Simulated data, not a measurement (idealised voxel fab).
process module | voxel released beams
cross-section cut | 280 nm wide | cells 5 nm
A cross-section is a grid of square cells, given in bands from the top down. A band is one or more rows of cells.
Each band's line starts with the height of the band's top and of its bottom, in nm. Then come its materials from left to right, each with its width in nm. One material with "throughout" fills the band from edge to edge. "air" is empty space.
Height 0 is the level under which the wafer as received is all one material. The lowest band goes on downwards, as in "0 down".
A width such as "30 to 40" changes by the same amount from each row of cells to the next, from the band's top row to its bottom row.
"no change" after a step means that no cell of the cross-section changed.
closed voids: empty space of 8 cells or more with no open way to the top, each as width x height at its distance from the left edge, in nm
after a step's settings: what the simulator itself notes on the step
overlay nm, on a step with a mask: how far to the right of its planned place the mask lay; to the left if negative
plan
1 op RECEIVE | material Si
2 op CONFORMAL_DEP | material Al2O3 | thk nm 10
3 op DIRECTIONAL_DEP | material SiO2 | thk nm 15
4 op DIRECTIONAL_DEP | material aC | thk nm 15
5 op PATTERN | tone open | mask id ANCHOR | material resist | width nm 40 | thk nm 30 | overlay nm 0
6 op DIRECTIONAL_ETCH | etch materials aC | depth nm 15
7 op STRIP | etch materials resist
8 op DIRECTIONAL_ETCH | etch materials SiO2 | depth nm 15
9 op STRIP | etch materials aC
10 op CONFORMAL_DEP | material SiN | thk nm 15
11 op DIRECTIONAL_DEP | material aC | thk nm 15
12 op PATTERN | tone cover | mask id BEAM | material resist | width nm 110 | thk nm 35 | overlay nm 0
13 op DIRECTIONAL_ETCH | etch materials aC | depth nm 15
14 op STRIP | etch materials resist
15 op DIRECTIONAL_ETCH | etch materials SiN | depth nm 15
16 op STRIP | etch materials aC
17 op STRIP | etch materials SiO2
first wafer, as planned
as received, after step 1
  0 down: Si throughout
  closed voids: none
after step 2
  10 to 0: Al2O3 throughout
  below 0: unchanged
after step 3
  25 to 10: SiO2 throughout
  below 10: unchanged
after step 4
  40 to 25: aC throughout
  below 25: unchanged
after step 5
  70 to 40: resist 85 | air 40 | resist 155
  below 40: unchanged
after step 6
  55 to 40: resist 85 | air 40 | resist 155
  40 to 25: aC 85 | air 40 | aC 155
  below 25: unchanged
after step 7
  40 to 25: aC 85 | air 40 | aC 155
  below 25: unchanged
after step 8
  40 to 25: aC 85 | air 40 | aC 155
  25 to 10: SiO2 85 | air 40 | SiO2 155
  below 10: unchanged
after step 9
  25 to 10: SiO2 85 | air 40 | SiO2 155
  below 10: unchanged
after step 10
  40 to 25: SiN 100 | air 10 | SiN 170
  25 to 10: SiO2 85 | SiN 40 | SiO2 155
  below 10: unchanged
after step 11
  55 to 40: aC 100 | air 10 | aC 170
  40 to 25: SiN 100 | aC 10 | SiN 170
  below 25: unchanged
after step 12
  90 to 55: air 80 | resist 110 | air 90
  55 to 40: aC 100 | resist 10 | aC 170
  below 40: unchanged
after step 13
  75 to 55: air 80 | resist 110 | air 90
  55 to 40: air 80 | aC 20 | resist 10 | aC 80 | air 90
  below 40: unchanged
after step 14
  55 to 40: air 80 | aC 20 | air 10 | aC 80 | air 90
  below 40: unchanged
after step 15
  55 to 40: air 80 | aC 20 | air 10 | aC 80 | air 90
  40 to 25: air 80 | SiN 20 | aC 10 | SiN 80 | air 90
  below 25: unchanged
after step 16
  40 to 25: air 80 | SiN 20 | air 10 | SiN 80 | air 90
  below 25: unchanged
after step 17
  40 to 25: air 80 | SiN 20 | air 10 | SiN 80 | air 90
  25 to 10: air 85 | SiN 40 | air 155
  below 10: unchanged
second wafer: like start, like plan, one mistake. Through step 4 it matches the first wafer
when step 5 should have ended
  70 to 40: air 85 | resist 40 | air 155
  below 40: unchanged
when step 6 should have ended
  55 to 40: air 85 | resist 40 | air 155
  40 to 25: air 85 | aC 40 | air 155
  below 25: unchanged
when step 7 should have ended
  40 to 25: air 85 | aC 40 | air 155
  below 25: unchanged
when step 8 should have ended
  40 to 25: air 85 | aC 40 | air 155
  25 to 10: air 85 | SiO2 40 | air 155
  below 10: unchanged
when step 9 should have ended
  25 to 10: air 85 | SiO2 40 | air 155
  below 10: unchanged
when step 10 should have ended
  40 to 25: air 70 | SiN 70 | air 140
  25 to 10: SiN 85 | SiO2 40 | SiN 155
  below 10: unchanged
when step 11 should have ended
  55 to 40: air 70 | aC 70 | air 140
  40 to 25: aC 70 | SiN 70 | aC 140
  below 25: unchanged
when step 12 should have ended
  90 to 55: air 80 | resist 110 | air 90
  55 to 40: air 70 | aC 70 | resist 50 | air 90
  below 40: unchanged
when step 13 should have ended
  75 to 55: air 80 | resist 110 | air 90
  55 to 40: air 80 | aC 60 | resist 50 | air 90
  40 to 25: air 70 | SiN 70 | aC 50 | air 90
  below 25: unchanged
when step 14 should have ended
  55 to 40: air 80 | aC 60 | air 140
  below 40: unchanged
when step 15 should have ended
  55 to 40: air 80 | aC 60 | air 140
  40 to 25: air 80 | SiN 60 | aC 50 | air 90
  25 to 10: air 70 | SiN 15 | SiO2 40 | SiN 65 | air 90
  below 10: unchanged
when step 16 should have ended
  40 to 25: air 80 | SiN 60 | air 140
  below 25: unchanged
when step 17 should have ended: no change
what went wrong: step 5 ran as: op PATTERN | tone cover | mask id ANCHOR | material resist | width nm 40 | thk nm 30 | overlay nm 0
at the end the second wafer has, in cells: 24 more of SiO2
